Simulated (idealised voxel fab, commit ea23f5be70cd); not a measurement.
Process module heading - voxel ribs on slabs
Xsec cut, 165 nm wide, square cell size 5 nm.
Each cross-section below is a grid of square cells, stated as bands in top-down order, with one or more rows of cells making up each band. The band entry comprises the height of the band's top followed by the height of its bottom, expressed in nm, and subsequently the band's materials from left to right, each stated together with its width in nm. Where a single material is marked with the word "all across", that material fills the band from edge to edge. The word "blank" represents empty space. Below 0: as-received wafer, all one material; heights counted from there. Lowest band: no bottom, goes on down, written "0 nm and below". Think of "30->40" as a width that walks from the first number to the second as you go down the band, top row to bottom row, taking equal-sized steps from row to row. The cross-section has no changed cell in any step marked "changes: none". Basically, "Voids, fully enclosed" tells you about the enclosed voids: empty spaces with no open way to the top, 8 cells or bigger, each written width x height at distance, where distance is from the left edge, all in nm. Post-settings text on a step line: simulator's own remark regarding the step. A step's line can hold "overlay nm"; with a mask on that step, the setting says how far right of the planned place the mask lay, while a negative setting says it lay to the left.
# Intended process steps
1,RECEIVE (material Si)
2,DIRECTIONAL_DEP (material SiO2; thk nm 30)
3,DIRECTIONAL_DEP (material polySi; thk nm 20)
4,MASKED_ETCH (tone cover; mask id RIB; width nm 30; etch materials polySi; depth nm 15; overlay nm 0)
5,MASKED_ETCH (tone cover; mask id SLAB; width nm 70; etch materials polySi; depth nm 5; overlay nm 0)
6,FILL_DEP (material SiO2; thk nm 20)
7,CMP (height nm 60)
8,DIRECTIONAL_DEP (material W; thk nm 5)
9,PATTERN (tone cover; mask id HEATER; material resist; width nm 40; thk nm 20; overlay nm 0)
10,DIRECTIONAL_ETCH (etch materials W; depth nm 5)
11,STRIP (etch materials resist)
12,CONFORMAL_DEP (material SiO2; thk nm 5)
# Step 1 complete: cross-section of the wafer as received
* 0 nm and below  Si all across
* Voids, fully enclosed: none
# Starting structure and process plan are as shown above, but one mistake was made in running the module; the wafer cross-section at the end of the module follows
* 70 nm to 65 nm  55 blank | 50 SiO2 | 60 blank
* 65 nm to 60 nm  60 SiO2 | 40 W | 65 SiO2
* 60 nm to 50 nm  65->45 SiO2 | 30->70 polySi | 70->50 SiO2
* 50 nm to 30 nm  polySi all across
* 30 nm to 0 nm  SiO2 all across
* 0 nm and below  Si all across
* Voids, fully enclosed: none
Want to know what went wrong? twice, step 3 of the plan was run
